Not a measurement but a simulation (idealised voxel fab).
Process module, titled voxel ribs on slabs
FYI the section here is cut, 175 nm wide, cells are 5 nm squares.
We lay out every cross-section as a grid of square cells and spell it out in bands from the top down, where one band means one or more rows of cells. What a band's entry tells you: where the top is and where the bottom is, as heights in nm, and after that what lies inside, material by material from left to right, each with its width in nm. Empty space is written as the word "air", and a single material marked with the word "edge to edge" occupies the band from edge to edge. Note: height 0 marks the level under which the wafer is uniformly one material as received. Lowest band unbounded below, written "from 0 down". The expression "30->40" gives the width at the extremes of the band, the first number at its top row of cells and the second at its bottom row, with the width changing by equal amounts from each row to the next in between. "no change occurred" for a step: no cell of the cross-section changed in that step. This entry, "Enclosed void catalog", enumerates those empty regions of no fewer than 8 cells that possess no open connection to the top. Each region is reported in the form width x height at distance, the distance being taken from the left edge, with all three quantities expressed in nm. On each step's line, the part that comes after the settings is the simulator's own comment on the step. When a step includes a mask, the "overlay nm" setting on its line states how far to the right of its planned place that mask lay, and negative values state how far to the left.

List of planned process steps
- 1: RECEIVE [material Si]
- 2: DIRECTIONAL_DEP [material SiO2] [thk nm 20]
- 3: DIRECTIONAL_DEP [material SiN] [thk nm 15]
- 4: DIRECTIONAL_DEP [material aC] [thk nm 10]
- 5: PATTERN [tone cover] [mask id RIB] [material resist] [width nm 25] [thk nm 25] [overlay nm 0]
- 6: DIRECTIONAL_ETCH [etch materials aC] [depth nm 10]
- 7: STRIP [etch materials resist]
- 8: DIRECTIONAL_ETCH [etch materials SiN] [depth nm 5]
- 9: STRIP [etch materials aC]
- 10: MASKED_ETCH [tone cover] [mask id SLAB] [width nm 85] [etch materials SiN] [depth nm 10] [overlay nm 0]
- 11: FILL_DEP [material SiO2] [thk nm 25]
- 12: CMP [height nm 50]
- 13: DIRECTIONAL_DEP [material W] [thk nm 5]
- 14: DIRECTIONAL_DEP [material aC] [thk nm 10]
- 15: PATTERN [tone cover] [mask id HEATER] [material resist] [width nm 35] [thk nm 25] [overlay nm 0]
- 16: DIRECTIONAL_ETCH [etch materials aC] [depth nm 10]
- 17: STRIP [etch materials resist]
- 18: DIRECTIONAL_ETCH [etch materials W] [depth nm 5]
- 19: STRIP [etch materials aC]
- 20: CONFORMAL_DEP [material SiO2] [thk nm 5]

Cross-section: wafer on arrival = after step 1
> from 0 down  Si edge to edge
> Enclosed void catalog: none

First of two wafers, end-of-module section, run followed plan
> from 60 to 55  65 nm air | 45 nm SiO2 | 65 nm air
> from 55 to 50  70 nm SiO2 | 35 nm W | 70 nm SiO2
> from 50 to 35  SiO2 edge to edge
> from 35 to 30  75 nm SiO2 | 25 nm SiN | 75 nm SiO2
> from 30 to 20  45 nm SiO2 | 85 nm SiN | 45 nm SiO2
> from 20 to 0  SiO2 edge to edge
> from 0 down  Si edge to edge
> Enclosed void catalog: none

Wafer two cross-section, module end. Start and plan unchanged from wafer one; one mistake made during the run
> from 60 to 55  65 nm air | 45 nm SiO2 | 65 nm air
> from 55 to 50  70 nm SiO2 | 35 nm W | 70 nm SiO2
> from 50 to 45  SiO2 edge to edge
> from 45 to 40  75 nm SiO2 | 25 nm SiN | 75 nm SiO2
> from 40 to 30  45 nm SiO2 | 85 nm SiN | 45 nm SiO2
> from 30 to 20  SiN edge to edge
> from 20 to 0  SiO2 edge to edge
> from 0 down  Si edge to edge
> Enclosed void catalog: none
What broke from the plan during processing? step 3 was processed under conditions differing from the plan, specifically as DIRECTIONAL_DEP [material SiN] [thk nm 25]
Heads up, by the end the second wafer has more or fewer cells of some materials compared to the first: SiN +70, SiO2 -70
